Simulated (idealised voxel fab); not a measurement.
The process module presented herein is designated voxel fin reveal.
Displayed cross-section: cut, width of 270 nm, square cells sized 5 nm.
In this document a cross-section is written as a grid of square cells. It is given as a series of bands, listed from the top down, and a band is one or more rows of cells.
Band entry format. Leading values: height of top, height of bottom, nm. Remainder: materials in left-to-right order, each with its width in nm. Special words: "edge to edge" on a single material, which then fills the band edge to edge; "air", empty space.
Convention: height 0 is the level below which the wafer, as received, is all one material. The lowest band does not terminate at the bottom but continues downward, represented as "0 and below".
A width given as "30 to 40" starts at the first number in the band's top row and ends at the second number in its bottom row, shifting by an equal amount at every step from row to row.
Reading "all unchanged" for a step: not a cell of the cross-section changed in it.
Entrapped voids: empty space of 8 cells or more with no open way to the top, each as width x height at its distance from the left edge, in nm
What comes after the settings on a step's line is commentary from the simulator itself on that step.
"overlay nm", when on a step's line for a step with a mask, measures how far to the right of its planned place the mask lay; a negative measure means to the left.

-- The planned process steps are enumerated hereunder
1 RECEIVE [material Si]
2 CONFORMAL_DEP [material SiN] [thk nm 10]
3 DIRECTIONAL_DEP [material aC] [thk nm 15]
4 PATTERN [tone cover] [mask id FINS] [material resist] [width nm 15] [pitch nm 35] [thk nm 35] [overlay nm 0]
5 DIRECTIONAL_ETCH [etch materials aC] [depth nm 15]
6 STRIP [etch materials resist]
7 DIRECTIONAL_ETCH [etch materials SiN] [depth nm 10]
8 DIRECTIONAL_ETCH [etch materials Si] [depth nm 40]
9 STRIP [etch materials aC]
10 FILL_DEP [material SiO2] [thk nm 10]
11 CMP [height nm 10]
12 SELECTIVE_ETCH [etch materials SiO2] [depth nm 20]
13 STRIP [etch materials SiN]

-- Here's what the wafer looked like in cross-section when it arrived - that's after step 1
    0 and below  Si edge to edge
    Entrapped voids: none

-- Result of the module, cross-sectioned: start per above, plan per above, one error in how it was run
    0 down to -10  110 nm air / 20 nm Si / 15 nm air / 20 nm Si / 105 nm air
    -10 down to -40  110 nm SiO2 / 20 nm Si / 15 nm SiO2 / 20 nm Si / 105 nm SiO2
    -40 and below  Si edge to edge
    Entrapped voids: none
Want to know what went wrong? heads up, step 4 didn't go per plan, it actually ran as PATTERN [tone cover] [mask id FINS] [material resist] [width nm 20] [pitch nm 35] [thk nm 35] [overlay nm 0]
